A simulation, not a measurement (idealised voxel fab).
process module | voxel trench capacitor
cross-section cut | 255 nm wide | cells 5 nm
A cross-section is a grid of square cells, given in bands from the top down. A band is one or more rows of cells.
Each band's line starts with the height of the band's top and of its bottom, in nm. Then come its materials from left to right, each with its width in nm. One material with "throughout" fills the band from edge to edge. "air" is empty space.
Height 0 is the level under which the wafer as received is all one material. The lowest band goes on downwards, as in "0 down".
A width such as "30 to 40" changes by the same amount from each row of cells to the next, from the band's top row to its bottom row.
"no change" after a step means that no cell of the cross-section changed.
closed voids: empty space of 8 cells or more with no open way to the top, each as width x height at its distance from the left edge, in nm
after a step's settings: what the simulator itself notes on the step
overlay nm, on a step with a mask: how far to the right of its planned place the mask lay; to the left if negative
plan
1 op RECEIVE | material Si
2 op CONFORMAL_DEP | material SiN | thk nm 10
3 op DIRECTIONAL_DEP | material aC | thk nm 15
4 op PATTERN | tone open | mask id TRENCH | material resist | width nm 20 | pitch nm 45 | thk nm 30 | overlay nm 0
5 op DIRECTIONAL_ETCH | etch materials aC | depth nm 15
6 op STRIP | etch materials resist
7 op DIRECTIONAL_ETCH | etch materials SiN | depth nm 10
8 op DIRECTIONAL_ETCH | etch materials Si | depth nm 30
9 op STRIP | etch materials aC
10 op CONFORMAL_DEP | material SiO2 | thk nm 5
11 op FILL_DEP | material polySi | thk nm 10
12 op CMP | height nm 10
first wafer, as planned
as received, after step 1
  0 down: Si throughout
  closed voids: none
after step 2
  10 to 0: SiN throughout
  below 0: unchanged
after step 3
  25 to 10: aC throughout
  below 10: unchanged
after step 4
  55 to 25: resist 50 | air 20 | resist 25 | air 20 | resist 25 | air 20 | resist 25 | air 20 | resist 50
  below 25: unchanged
after step 5
  40 to 25: resist 50 | air 20 | resist 25 | air 20 | resist 25 | air 20 | resist 25 | air 20 | resist 50
  25 to 10: aC 50 | air 20 | aC 25 | air 20 | aC 25 | air 20 | aC 25 | air 20 | aC 50
  below 10: unchanged
after step 6
  25 to 10: aC 50 | air 20 | aC 25 | air 20 | aC 25 | air 20 | aC 25 | air 20 | aC 50
  below 10: unchanged
after step 7
  25 to 10: aC 50 | air 20 | aC 25 | air 20 | aC 25 | air 20 | aC 25 | air 20 | aC 50
  10 to 0: SiN 50 | air 20 | SiN 25 | air 20 | SiN 25 | air 20 | SiN 25 | air 20 | SiN 50
  below 0: unchanged
after step 8
  25 to 10: aC 50 | air 20 | aC 25 | air 20 | aC 25 | air 20 | aC 25 | air 20 | aC 50
  10 to 0: SiN 50 | air 20 | SiN 25 | air 20 | SiN 25 | air 20 | SiN 25 | air 20 | SiN 50
  0 to -30: Si 50 | air 20 | Si 25 | air 20 | Si 25 | air 20 | Si 25 | air 20 | Si 50
  below -30: unchanged
after step 9
  10 to 0: SiN 50 | air 20 | SiN 25 | air 20 | SiN 25 | air 20 | SiN 25 | air 20 | SiN 50
  below 0: unchanged
after step 10
  15 to 10: SiO2 55 | air 10 | SiO2 35 | air 10 | SiO2 35 | air 10 | SiO2 35 | air 10 | SiO2 55
  10 to 0: SiN 50 | SiO2 5 | air 10 | SiO2 5 | SiN 25 | SiO2 5 | air 10 | SiO2 5 | SiN 25 | SiO2 5 | air 10 | SiO2 5 | SiN 25 | SiO2 5 | air 10 | SiO2 5 | SiN 50
  0 to -25: Si 50 | SiO2 5 | air 10 | SiO2 5 | Si 25 | SiO2 5 | air 10 | SiO2 5 | Si 25 | SiO2 5 | air 10 | SiO2 5 | Si 25 | SiO2 5 | air 10 | SiO2 5 | Si 50
  -25 to -30: Si 50 | SiO2 20 | Si 25 | SiO2 20 | Si 25 | SiO2 20 | Si 25 | SiO2 20 | Si 50
  below -30: unchanged
after step 11
  25 to 15: polySi throughout
  15 to 10: SiO2 55 | polySi 10 | SiO2 35 | polySi 10 | SiO2 35 | polySi 10 | SiO2 35 | polySi 10 | SiO2 55
  10 to 0: SiN 50 | SiO2 5 | polySi 10 | SiO2 5 | SiN 25 | SiO2 5 | polySi 10 | SiO2 5 | SiN 25 | SiO2 5 | polySi 10 | SiO2 5 | SiN 25 | SiO2 5 | polySi 10 | SiO2 5 | SiN 50
  0 to -25: Si 50 | SiO2 5 | polySi 10 | SiO2 5 | Si 25 | SiO2 5 | polySi 10 | SiO2 5 | Si 25 | SiO2 5 | polySi 10 | SiO2 5 | Si 25 | SiO2 5 | polySi 10 | SiO2 5 | Si 50
  below -25: unchanged
after step 12
  10 to 0: SiN 50 | SiO2 5 | polySi 10 | SiO2 5 | SiN 25 | SiO2 5 | polySi 10 | SiO2 5 | SiN 25 | SiO2 5 | polySi 10 | SiO2 5 | SiN 25 | SiO2 5 | polySi 10 | SiO2 5 | SiN 50
  below 0: unchanged
second wafer: like start, like plan, one mistake. Through step 3 it matches the first wafer
when step 4 should have ended
  55 to 25: resist 50 | air 25 | resist 20 | air 25 | resist 20 | air 25 | resist 20 | air 25 | resist 45
  below 25: unchanged
when step 5 should have ended
  40 to 25: resist 50 | air 25 | resist 20 | air 25 | resist 20 | air 25 | resist 20 | air 25 | resist 45
  25 to 10: aC 50 | air 25 | aC 20 | air 25 | aC 20 | air 25 | aC 20 | air 25 | aC 45
  below 10: unchanged
when step 6 should have ended
  25 to 10: aC 50 | air 25 | aC 20 | air 25 | aC 20 | air 25 | aC 20 | air 25 | aC 45
  below 10: unchanged
when step 7 should have ended
  25 to 10: aC 50 | air 25 | aC 20 | air 25 | aC 20 | air 25 | aC 20 | air 25 | aC 45
  10 to 0: SiN 50 | air 25 | SiN 20 | air 25 | SiN 20 | air 25 | SiN 20 | air 25 | SiN 45
  below 0: unchanged
when step 8 should have ended
  25 to 10: aC 50 | air 25 | aC 20 | air 25 | aC 20 | air 25 | aC 20 | air 25 | aC 45
  10 to 0: SiN 50 | air 25 | SiN 20 | air 25 | SiN 20 | air 25 | SiN 20 | air 25 | SiN 45
  0 to -30: Si 50 | air 25 | Si 20 | air 25 | Si 20 | air 25 | Si 20 | air 25 | Si 45
  below -30: unchanged
when step 9 should have ended
  10 to 0: SiN 50 | air 25 | SiN 20 | air 25 | SiN 20 | air 25 | SiN 20 | air 25 | SiN 45
  below 0: unchanged
when step 10 should have ended
  15 to 10: SiO2 55 | air 15 | SiO2 30 | air 15 | SiO2 30 | air 15 | SiO2 30 | air 15 | SiO2 50
  10 to 0: SiN 50 | SiO2 5 | air 15 | SiO2 5 | SiN 20 | SiO2 5 | air 15 | SiO2 5 | SiN 20 | SiO2 5 | air 15 | SiO2 5 | SiN 20 | SiO2 5 | air 15 | SiO2 5 | SiN 45
  0 to -25: Si 50 | SiO2 5 | air 15 | SiO2 5 | Si 20 | SiO2 5 | air 15 | SiO2 5 | Si 20 | SiO2 5 | air 15 | SiO2 5 | Si 20 | SiO2 5 | air 15 | SiO2 5 | Si 45
  -25 to -30: Si 50 | SiO2 25 | Si 20 | SiO2 25 | Si 20 | SiO2 25 | Si 20 | SiO2 25 | Si 45
  below -30: unchanged
when step 11 should have ended
  25 to 15: polySi throughout
  15 to 10: SiO2 55 | polySi 15 | SiO2 30 | polySi 15 | SiO2 30 | polySi 15 | SiO2 30 | polySi 15 | SiO2 50
  10 to 0: SiN 50 | SiO2 5 | polySi 15 | SiO2 5 | SiN 20 | SiO2 5 | polySi 15 | SiO2 5 | SiN 20 | SiO2 5 | polySi 15 | SiO2 5 | SiN 20 | SiO2 5 | polySi 15 | SiO2 5 | SiN 45
  0 to -25: Si 50 | SiO2 5 | polySi 15 | SiO2 5 | Si 20 | SiO2 5 | polySi 15 | SiO2 5 | Si 20 | SiO2 5 | polySi 15 | SiO2 5 | Si 20 | SiO2 5 | polySi 15 | SiO2 5 | Si 45
  below -25: unchanged
when step 12 should have ended
  10 to 0: SiN 50 | SiO2 5 | polySi 15 | SiO2 5 | SiN 20 | SiO2 5 | polySi 15 | SiO2 5 | SiN 20 | SiO2 5 | polySi 15 | SiO2 5 | SiN 20 | SiO2 5 | polySi 15 | SiO2 5 | SiN 45
  below 0: unchanged
what went wrong: step 4 ran as: op PATTERN | tone open | mask id TRENCH | material resist | width nm 25 | pitch nm 45 | thk nm 30 | overlay nm 0
at the end the second wafer has, in cells: 24 fewer of Si | 8 fewer of SiN | 4 more of SiO2 | 28 more of polySi
